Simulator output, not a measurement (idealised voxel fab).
Process module heading - voxel capacitor over wiring
The figure presents cross-section cut, which has a width of 295 nm and is divided into square cells with an edge length of 5 nm.
Throughout this document, each cross-section is represented as a grid of square cells and is presented as a sequence of bands enumerated from the top downward, where a band comprises one or more rows of cells. Band entry format. Leading values: height of top, height of bottom, nm. Remainder: materials in left-to-right order, each with its width in nm. Special words: "all across" on a single material, which then fills the band edge to edge; "blank", empty space. All heights in this document are referenced to 0, defined as the level beneath which the wafer, as received, consists entirely of one material. The lowest band is not bounded below; it extends indefinitely downward and is written in the form "0 and below". Width: "30 to 40" (first number = top row, second number = bottom row, same change from row to row of cells). For the purposes of this document, the phrase "changes: none" attached to a step denotes that no cell within the cross-section was modified by that step. "Entrapped voids" - sealed voids, min. 8 cells, no opening to top; format: width x height at distance (distance from left edge; nm throughout). Where a step's line continues beyond its settings, the continuation is a remark by the simulator itself on that step. The setting "overlay nm" may be written on the line of a step. When the step uses a mask, the value reports how far to the right of the planned place the mask lay, and a negative value reports that it lay to the left.

## The process steps that were planned are listed below
step 1: RECEIVE: material Si
step 2: CONFORMAL_DEP: material SiO2, thk nm 15
step 3: CONFORMAL_DEP: material SiCN, thk nm 5
step 4: DIRECTIONAL_DEP: material SiO2, thk nm 25
step 5: PATTERN: tone open, mask id METAL_1, material resist, width nm 30, pitch nm 95, thk nm 20, overlay nm 0
step 6: DIRECTIONAL_ETCH: etch materials SiO2, depth nm 25
step 7: DIRECTIONAL_ETCH: etch materials SiCN, depth nm 5
step 8: STRIP: etch materials resist
step 9: CONFORMAL_DEP: material TiN, thk nm 5
step 10: FILL_DEP: material Cu, thk nm 10
step 11: CMP: height nm 45
step 12: CONFORMAL_DEP: material SiCN, thk nm 5
step 13: DIRECTIONAL_DEP: material SiO2, thk nm 10
step 14: MASKED_ETCH: tone open, mask id PLUG_1, width nm 15, etch materials SiO2, depth nm 10, overlay nm 0
step 15: MASKED_ETCH: tone open, mask id PLUG_1, width nm 15, etch materials SiCN, depth nm 5, overlay nm 0
step 16: EPI: material Ru, thk nm 10
step 17: EPI: material Ru, thk nm 5
step 18: DIRECTIONAL_DEP: material TiN, thk nm 5
step 19: DIRECTIONAL_DEP: material SiN, thk nm 5
step 20: DIRECTIONAL_DEP: material TiN, thk nm 5
step 21: MASKED_ETCH: tone cover, mask id UPPER_PLATE, width nm 70, etch materials TiN, depth nm 5, overlay nm 0
step 22: MASKED_ETCH: tone cover, mask id UPPER_PLATE, width nm 70, etch materials SiN, depth nm 5, overlay nm 0
step 23: DIRECTIONAL_DEP: material aC, thk nm 15
step 24: PATTERN: tone cover, mask id LOWER_PLATE, material resist, width nm 80, thk nm 35, overlay nm 0
step 25: DIRECTIONAL_ETCH: etch materials aC, depth nm 15
step 26: STRIP: etch materials resist
step 27: DIRECTIONAL_ETCH: etch materials TiN, depth nm 5
step 28: STRIP: etch materials aC
step 29: FILL_DEP: material SiO2, thk nm 15
step 30: CMP: height nm 85
step 31: DIRECTIONAL_DEP: material aC, thk nm 10
step 32: PATTERN: tone open, mask id PLUG_2, material resist, width nm 15, thk nm 25, overlay nm 0
step 33: DIRECTIONAL_ETCH: etch materials aC, depth nm 10
step 34: STRIP: etch materials resist
step 35: DIRECTIONAL_ETCH: etch materials SiO2, depth nm 10
step 36: STRIP: etch materials aC
step 37: CONFORMAL_DEP: material TiN, thk nm 5
step 38: FILL_DEP: material Ru, thk nm 5
step 39: CMP: height nm 85
step 40: CONFORMAL_DEP: material SiCN, thk nm 5

## Wafer as received: cross-section following step 1
	0 and below  Si all across
	Entrapped voids: none

## First wafer of two, sectioned at end of module; run went per plan
	90 down to 85  SiCN all across
	85 down to 80  110 nm SiO2 / 5 nm TiN / 5 nm Ru / 5 nm TiN / 170 nm SiO2
	80 down to 70  110 to 100 nm SiO2 / 15 to 70 nm TiN / 170 to 125 nm SiO2
	70 down to 65  100 nm SiO2 / 70 nm SiN / 125 nm SiO2
	65 down to 60  95 nm SiO2 / 80 nm TiN / 120 nm SiO2
	60 down to 50  100 nm SiO2 / 15 nm Ru / 180 nm SiO2
	50 down to 45  100 nm SiCN / 15 nm Ru / 180 nm SiCN
	45 down to 20  85 nm SiO2 / 5 nm TiN / 20 nm Cu / 5 nm TiN / 65 nm SiO2 / 5 nm TiN / 20 nm Cu / 5 nm TiN / 85 nm SiO2
	20 down to 15  85 nm SiCN / 30 nm TiN / 65 nm SiCN / 30 nm TiN / 85 nm SiCN
	15 down to 0  SiO2 all across
	0 and below  Si all across
	Entrapped voids: none

## What the second wafer looks like in cross-section once the module is done. Its start and its plan matched the first wafer's exactly; what differed was one mistake in how it was run
	90 down to 85  SiCN all across
	85 down to 80  100 nm SiO2 / 70 nm Ru / 125 nm SiO2
	80 down to 75  Ru all across
	75 down to 70  100 nm Ru / 70 nm TiN / 125 nm Ru
	70 down to 65  100 nm Ru / 70 nm SiN / 125 nm Ru
	65 down to 60  TiN all across
	60 down to 50  100 nm SiO2 / 15 nm Ru / 180 nm SiO2
	50 down to 45  100 nm SiCN / 15 nm Ru / 180 nm SiCN
	45 down to 20  85 nm SiO2 / 5 nm TiN / 20 nm Cu / 5 nm TiN / 65 nm SiO2 / 5 nm TiN / 20 nm Cu / 5 nm TiN / 85 nm SiO2
	20 down to 15  85 nm SiCN / 30 nm TiN / 65 nm SiCN / 30 nm TiN / 85 nm SiCN
	15 down to 0  SiO2 all across
	0 and below  Si all across
	Entrapped voids: none
In executing the process, a mistake was made relative to the plan: planned and actual differ for step 23; actual: DIRECTIONAL_DEP: material Ru, thk nm 15
The final cell counts differ between the wafers, with the second having more or fewer of some materials than the first: Ru +162, SiO2 -200, TiN +38
